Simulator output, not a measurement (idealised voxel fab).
The following process module bears the name voxel tone inversion.
Square cell edge 5 nm, section width 200 nm, ID cut.
Cross-section, as written here: a square-cell grid given band by band from the top down, where a band holds one or more rows of cells.
Basically the band line says how high the top is and how high the bottom is, in nm, and then what's in it from left to right, every material with its width in nm. Empty space shows up as "air", and if a single material carries "full width" it runs the full band edge to edge.
Convention: height 0 is the level below which the wafer, as received, is all one material. The lowest band does not terminate at the bottom but continues downward, represented as "0 nm and below".
Per-row width for "30 to 40": begins at first number (top row of band), ends at second number (bottom row), increment between rows held constant.
"remains unaltered" (step): cross-section cells unchanged, all of them.
Closed-off voids of 8+ cells (no open route to the top) go in "Enclosed cavities", written width x height at distance from the left edge, in nm.
If you see something after the settings on a step's line, that's the simulator's own remark about that step.
When a step includes a mask, the "overlay nm" setting on its line states how far to the right of its planned place that mask lay, and negative values state how far to the left.

# Set out below are the planned steps of the process
| 1 | RECEIVE with material Si |
| 2 | CONFORMAL_DEP with material SiN, thk nm 5 |
| 3 | DIRECTIONAL_DEP with material aC, thk nm 20 |
| 4 | PATTERN with tone cover, mask id POSTS, material resist, width nm 20, pitch nm 35, thk nm 30, overlay nm -15 |
| 5 | DIRECTIONAL_ETCH with etch materials aC, depth nm 20 |
| 6 | STRIP with etch materials resist |
| 7 | FILL_DEP with material SiO2, thk nm 10 |
| 8 | CMP with height nm 25 |
| 9 | STRIP with etch materials aC |
| 10 | CONFORMAL_DEP with material TiN, thk nm 5 |
| 11 | FILL_DEP with material W, thk nm 10 |
| 12 | CMP with height nm 25 |
| 13 | CONFORMAL_DEP with material SiCN, thk nm 5 |
For this document, wafers share an identical start and vary in the step 4 overlay nm; the plan quotes the first wafer's value.

# Received condition of the first of several wafers, sectioned: post-step 1
    0 nm and below = Si full width
    Enclosed cavities: none

# Per wafer (row), end of module: delta in cells per material since receipt, (+) for gained, (-) for lost; closed voids after that
overlay nm -15; +40 SiCN; +40 SiN; +112 SiO2; +30 TiN; +18 W; Enclosed cavities: none
overlay nm -10; +40 SiCN; +40 SiN; +112 SiO2; +30 TiN; +18 W; Enclosed cavities: none
overlay nm -5; +40 SiCN; +40 SiN; +112 SiO2; +30 TiN; +18 W; Enclosed cavities: none
overlay nm 0; +40 SiCN; +40 SiN; +112 SiO2; +30 TiN; +18 W; Enclosed cavities: none
overlay nm 5; +40 SiCN; +40 SiN; +112 SiO2; +30 TiN; +18 W; Enclosed cavities: none
overlay nm 10; +40 SiCN; +40 SiN; +112 SiO2; +30 TiN; +18 W; Enclosed cavities: none
overlay nm 15; +40 SiCN; +40 SiN; +112 SiO2; +30 TiN; +18 W; Enclosed cavities: none
